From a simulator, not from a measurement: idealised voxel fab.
Documented hereafter: the process module known as voxel gate over fins.
Cross-section cut spans 290 nm and uses square cells 5 nm in size.
Reading order for cross-sections: top band down to bottom band. Underlying form: a grid of square cells. Band size: one or more rows of cells. Quick guide to a band line: top height, bottom height (nm) up front; then every material left to right with its width in nm. Only one material and it's marked "full width"? Then it fills the band edge to edge. And "empty" just means empty space. Height 0 is the level under which the wafer as received is all one material. The lowest band goes on downwards, as in "0 and below". Read "30..40" as a graded width: first number on top, second number at the bottom, same change between each pair of neighbouring rows. Given "no modification" for a step, no cell of the cross-section differs between before and after that step. Closed empty spaces (no open way to the top) of 8 cells or more are what "Sealed internal voids" lists, each as width x height at distance from the left edge, nm for all three. Anything after a step's settings on that line? It's the simulator's own note about the step. Each step line may optionally specify "overlay nm", which for a step with a mask gives the rightward distance between the mask's planned place and where it lay, a negative value indicating the leftward direction.
Listed below are the process steps as planned
| 1 | RECEIVE, material Si |
| 2 | CONFORMAL_DEP, material SiN, thk nm 5 |
| 3 | DIRECTIONAL_DEP, material aC, thk nm 10 |
| 4 | PATTERN, tone cover, mask id FINS, material resist, width nm 15, pitch nm 55, thk nm 30, overlay nm 0 |
| 5 | DIRECTIONAL_ETCH, etch materials aC, depth nm 10 |
| 6 | STRIP, etch materials resist |
| 7 | DIRECTIONAL_ETCH, etch materials SiN, depth nm 5 |
| 8 | DIRECTIONAL_ETCH, etch materials Si, depth nm 35 |
| 9 | STRIP, etch materials aC |
| 10 | FILL_DEP, material SiO2, thk nm 15 |
| 11 | CMP, height nm 5 |
| 12 | DIRECTIONAL_DEP, material aC, thk nm 15 |
| 13 | PATTERN, tone open, mask id RAIL, material resist, width nm 15, thk nm 35, overlay nm 0 |
| 14 | DIRECTIONAL_ETCH, etch materials aC, depth nm 15 |
| 15 | STRIP, etch materials resist |
| 16 | DIRECTIONAL_ETCH, etch materials SiO2, depth nm 35 |
| 17 | STRIP, etch materials aC |
| 18 | CONFORMAL_DEP, material TiN, thk nm 5 |
| 19 | FILL_DEP, material Ru, thk nm 5 |
| 20 | CMP, height nm 5 |
| 21 | SELECTIVE_ETCH, etch materials W Ru TiN, depth nm 20 |
| 22 | FILL_DEP, material SiO2, thk nm 5 |
| 23 | CMP, height nm 5 |
| 24 | SELECTIVE_ETCH, etch materials SiO2, depth nm 15 |
| 25 | STRIP, etch materials SiN |
| 26 | CONFORMAL_DEP, material HfO2, thk nm 5 |
| 27 | CONFORMAL_DEP, material TiN, thk nm 5 |
| 28 | CONFORMAL_DEP, material TiAl, thk nm 5 |
| 29 | CONFORMAL_DEP, material TiN, thk nm 5 |
| 30 | FILL_DEP, material W, thk nm 15 |
| 31 | CMP, height nm 30 |
| 32 | CONFORMAL_DEP, material SiCN, thk nm 10 |
Cross-section of the incoming wafer, state after step 1
* 0 and below = Si full width
* Sealed internal voids: none
First wafer of two, sectioned at end of module; run went per plan
* 40 down to 30 = SiCN full width
* 30 down to 20 = W full width
* 20 down to 15 = 90 W  110 TiN  90 W
* 15 down to 10 = 90 W  5 TiN  45 TiAl  10 TiN  45 TiAl  5 TiN  90 W
* 10 down to 5 = 95 TiN  5 TiAl  35 TiN  5 TiAl  10 TiN  5 TiAl  35 TiN  5 TiAl  95 TiN
* 5 down to 0 = 100 TiAl  5 TiN  25 HfO2  5 TiN  20 TiAl  5 TiN  25 HfO2  5 TiN  100 TiAl
* 0 down to -5 = 105 TiN  5 HfO2  15 Si  5 HfO2  30 TiN  5 HfO2  15 Si  5 HfO2  105 TiN
* -5 down to -10 = 110 HfO2  15 Si  40 HfO2  15 Si  110 HfO2
* -10 down to -15 = 110 SiO2  15 Si  40 SiO2  15 Si  110 SiO2
* -15 down to -25 = 110 SiO2  15 Si  10 SiO2  5 TiN  5 Ru  5 TiN  15 SiO2  15 Si  110 SiO2
* -25 down to -30 = 110 SiO2  15 Si  10 SiO2  15 TiN  15 SiO2  15 Si  110 SiO2
* -30 down to -35 = 110 SiO2  15 Si  40 SiO2  15 Si  110 SiO2
* -35 and below = Si full width
* Sealed internal voids: none
This is the second of the two wafers, cross-sectioned at the end of the module; it started exactly like the first and was given the same plan, but it was run with one mistake
* 40 down to 30 = SiCN full width
* 30 down to 20 = W full width
* 20 down to 15 = TiN full width
* 15 down to 10 = TiAl full width
* 10 down to 5 = TiN full width
* 5 down to 0 = 115 HfO2  5 TiN  50 HfO2  5 TiN  115 HfO2
* 0 down to -5 = 110 Si  5 HfO2  5 TiN  5 HfO2  40 Si  5 HfO2  5 TiN  5 HfO2  110 Si
* -5 down to -10 = 110 Si  15 HfO2  40 Si  15 HfO2  110 Si
* -10 down to -35 = 110 Si  15 SiO2  40 Si  15 SiO2  110 Si
* -35 and below = Si full width
* Sealed internal voids: none
Run error: off-plan run, step 4, actual operation and settings PATTERN, tone open, mask id FINS, material resist, width nm 15, pitch nm 55, thk nm 30, overlay nm 0
The final cell counts differ between the wafers, with the second having more or fewer of some materials than the first: 2 fewer of Ru | 322 more of Si | 221 fewer of SiO2 | 8 fewer of TiAl | 19 fewer of TiN | 72 fewer of W
